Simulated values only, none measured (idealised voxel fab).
The following process module bears the name voxel double patterning.
Xsec cut, 200 nm wide, square cell size 5 nm.
Cross-section = grid of square cells, listed top down in bands; band = one or more rows.
Band: top and bottom heights (nm) first, top before bottom; then materials from left to right, widths in nm. "full width" marks a sole material filling the band edge to edge. "empty" denotes empty space.
Zero point of the height axis is 0; under it, received wafer = one material. Lowest band: continues down indefinitely, "from 0 down".
Per-row width for "30..40": begins at first number (top row of band), ends at second number (bottom row), increment between rows held constant.
"no modifications", as given for a step, is the statement that not any cell of the cross-section underwent a change during that step.
The list in "Tabulated closed voids" covers empty spaces of 8 cells or more that cannot reach the top through any open way, and it gives each as width x height at distance; the distance is from the left edge, and width, height and distance are in nm.
If you see something after the settings on a step's line, that's the simulator's own remark about that step.
A step line may carry the setting "overlay nm", which, for steps involving a mask, states the distance by which the mask lay to the right of its intended position; negative values denote displacement to the left.
### Set out below are the planned steps of the process
1,RECEIVE (material Si)
2,CONFORMAL_DEP (material SiO2; thk nm 10)
3,DIRECTIONAL_DEP (material W; thk nm 10)
4,DIRECTIONAL_DEP (material SiN; thk nm 10)
5,MASKED_ETCH (tone open; mask id FIRST; width nm 15; pitch nm 50; etch materials SiN; depth nm 10; overlay nm 0)
6,MASKED_ETCH (tone open; mask id SECOND; width nm 15; etch materials SiN; depth nm 10; overlay nm 0)
7,DIRECTIONAL_ETCH (etch materials W; depth nm 10)
8,STRIP (etch materials SiN)
### Cross-sectional view of the wafer in its as-received condition, corresponding to the state after step 1
- from 0 down: Si full width
- Tabulated closed voids: none
### Wafer cross-section at module end: first of two, run to plan
- from 20 to 10: 65 nm W | 15 nm empty | 10 nm W | 15 nm empty | 10 nm W | 15 nm empty | 70 nm W
- from 10 to 0: SiO2 full width
- from 0 down: Si full width
- Tabulated closed voids: none
### Second of two wafers, module complete, sectioned: it shares the first wafer's start and plan but was run with one mistake
- from 20 to 10: 65 nm W | 15 nm empty | 10 nm W | 20 nm empty | 5 nm W | 15 nm empty | 70 nm W
- from 10 to 0: SiO2 full width
- from 0 down: Si full width
- Tabulated closed voids: none
So what did we get wrong on this run? step 6 was not run as planned; what actually ran was MASKED_ETCH (tone open; mask id SECOND; width nm 20; etch materials SiN; depth nm 10; overlay nm 0)
Materials where the second wafer ends with more or fewer cells than the first: W: 2 fewer
